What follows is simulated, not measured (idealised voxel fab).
Process module, titled voxel double patterning
We display cut, a cross-section 225 nm in width whose square cells are each 5 nm.
When this document writes out a cross-section, it uses a grid of square cells and lists it as bands, beginning at the top and moving down, with a band standing for one or more rows of cells.
Quick guide to a band line: top height, bottom height (nm) up front; then every material left to right with its width in nm. Only one material and it's marked "full width"? Then it fills the band edge to edge. And "air" just means empty space.
The level at which height equals 0 is the one under which the wafer, as it arrives, is entirely one material. No lower edge exists for the bottom band, which continues downward and is notated as in "0 -> down".
With a width like "30->40", each row of cells in the band differs from the next by the same amount, the top row carrying the first number and the bottom row the second.
The cross-section has no changed cell in any step marked "changes: none".
Entry "Closed cavities". Content: empty spaces with no open connection to the top, size 8 cells or greater. Each: width x height at distance. Distance: from left edge. Unit: nm.
On each step's line, the part that comes after the settings is the simulator's own comment on the step.
Steps that use a mask can have "overlay nm" on their line. It says how far the mask sat to the right of where it was meant to be. Negative means to the left.
-- Steps in the process plan
- 1: RECEIVE | material Si
- 2: CONFORMAL_DEP | material SiN | thk nm 5
- 3: DIRECTIONAL_DEP | material SiO2 | thk nm 15
- 4: DIRECTIONAL_DEP | material SiCN | thk nm 10
- 5: PATTERN | tone open | mask id FIRST | material resist | width nm 15 | pitch nm 50 | thk nm 15 | overlay nm 0
- 6: DIRECTIONAL_ETCH | etch materials SiCN | depth nm 10
- 7: STRIP | etch materials resist
- 8: MASKED_ETCH | tone open | mask id SECOND | width nm 15 | pitch nm 50 | etch materials SiCN | depth nm 10 | overlay nm 0
- 9: DIRECTIONAL_ETCH | etch materials SiO2 | depth nm 15
- 10: STRIP | etch materials SiCN
-- first wafer, as planned
-- as received, after step 1
0 -> down = Si full width
Closed cavities: none
-- The wafer, seen in cross-section, after step 2
5 -> 0 = SiN full width
At heights below 0, the structure remains unaltered.
-- The wafer, seen in cross-section, after step 3
20 -> 5 = SiO2 full width
At heights below 5, the structure remains unaltered.
-- The wafer, seen in cross-section, after step 4
30 -> 20 = SiCN full width
At heights below 20, the structure remains unaltered.
-- The wafer, seen in cross-section, after step 5
45 -> 30 = resist=55 | air=15 | resist=35 | air=15 | resist=35 | air=15 | resist=55
At heights below 30, the structure remains unaltered.
-- The wafer, seen in cross-section, after step 6
45 -> 30 = resist=55 | air=15 | resist=35 | air=15 | resist=35 | air=15 | resist=55
30 -> 20 = SiCN=55 | air=15 | SiCN=35 | air=15 | SiCN=35 | air=15 | SiCN=55
At heights below 20, the structure remains unaltered.
-- The wafer, seen in cross-section, after step 7
30 -> 20 = SiCN=55 | air=15 | SiCN=35 | air=15 | SiCN=35 | air=15 | SiCN=55
At heights below 20, the structure remains unaltered.
-- The wafer, seen in cross-section, after step 8
30 -> 20 = SiCN=55 | air=15 | SiCN=10 | air=15 | SiCN=10 | air=15 | SiCN=10 | air=15 | SiCN=10 | air=15 | SiCN=55
At heights below 20, the structure remains unaltered.
-- The wafer, seen in cross-section, after step 9
30 -> 20 = SiCN=55 | air=15 | SiCN=10 | air=15 | SiCN=10 | air=15 | SiCN=10 | air=15 | SiCN=10 | air=15 | SiCN=55
20 -> 5 = SiO2=55 | air=15 | SiO2=10 | air=15 | SiO2=10 | air=15 | SiO2=10 | air=15 | SiO2=10 | air=15 | SiO2=55
At heights below 5, the structure remains unaltered.
-- The wafer, seen in cross-section, after step 10
20 -> 5 = SiO2=55 | air=15 | SiO2=10 | air=15 | SiO2=10 | air=15 | SiO2=10 | air=15 | SiO2=10 | air=15 | SiO2=55
At heights below 5, the structure remains unaltered.
-- Second wafer: same start and same plan as the first, one execution error; identical to the first through step 2
-- Look at the second wafer in cross-section at the time step 3 ought to have finished
35 -> 5 = SiO2 full width
At heights below 5, the structure remains unaltered.
-- Look at the second wafer in cross-section at the time step 4 ought to have finished
45 -> 35 = SiCN full width
At heights below 35, the structure remains unaltered.
-- Look at the second wafer in cross-section at the time step 5 ought to have finished
60 -> 45 = resist=55 | air=15 | resist=35 | air=15 | resist=35 | air=15 | resist=55
At heights below 45, the structure remains unaltered.
-- Look at the second wafer in cross-section at the time step 6 ought to have finished
60 -> 45 = resist=55 | air=15 | resist=35 | air=15 | resist=35 | air=15 | resist=55
45 -> 35 = SiCN=55 | air=15 | SiCN=35 | air=15 | SiCN=35 | air=15 | SiCN=55
At heights below 35, the structure remains unaltered.
-- Look at the second wafer in cross-section at the time step 7 ought to have finished
45 -> 35 = SiCN=55 | air=15 | SiCN=35 | air=15 | SiCN=35 | air=15 | SiCN=55
At heights below 35, the structure remains unaltered.
-- Look at the second wafer in cross-section at the time step 8 ought to have finished
45 -> 35 = SiCN=55 | air=15 | SiCN=10 | air=15 | SiCN=10 | air=15 | SiCN=10 | air=15 | SiCN=10 | air=15 | SiCN=55
At heights below 35, the structure remains unaltered.
-- Look at the second wafer in cross-section at the time step 9 ought to have finished
45 -> 35 = SiCN=55 | air=15 | SiCN=10 | air=15 | SiCN=10 | air=15 | SiCN=10 | air=15 | SiCN=10 | air=15 | SiCN=55
35 -> 20 = SiO2=55 | air=15 | SiO2=10 | air=15 | SiO2=10 | air=15 | SiO2=10 | air=15 | SiO2=10 | air=15 | SiO2=55
At heights below 20, the structure remains unaltered.
-- Look at the second wafer in cross-section at the time step 10 ought to have finished
35 -> 20 = SiO2=55 | air=15 | SiO2=10 | air=15 | SiO2=10 | air=15 | SiO2=10 | air=15 | SiO2=10 | air=15 | SiO2=55
At heights below 20, the structure remains unaltered.
Heads up, the wafer didn't run the way we planned it: the plan had its step 3 run twice
Once processing is complete, comparing cell counts shows that the second wafer has more or fewer of certain materials than the first: 135 more of SiO2
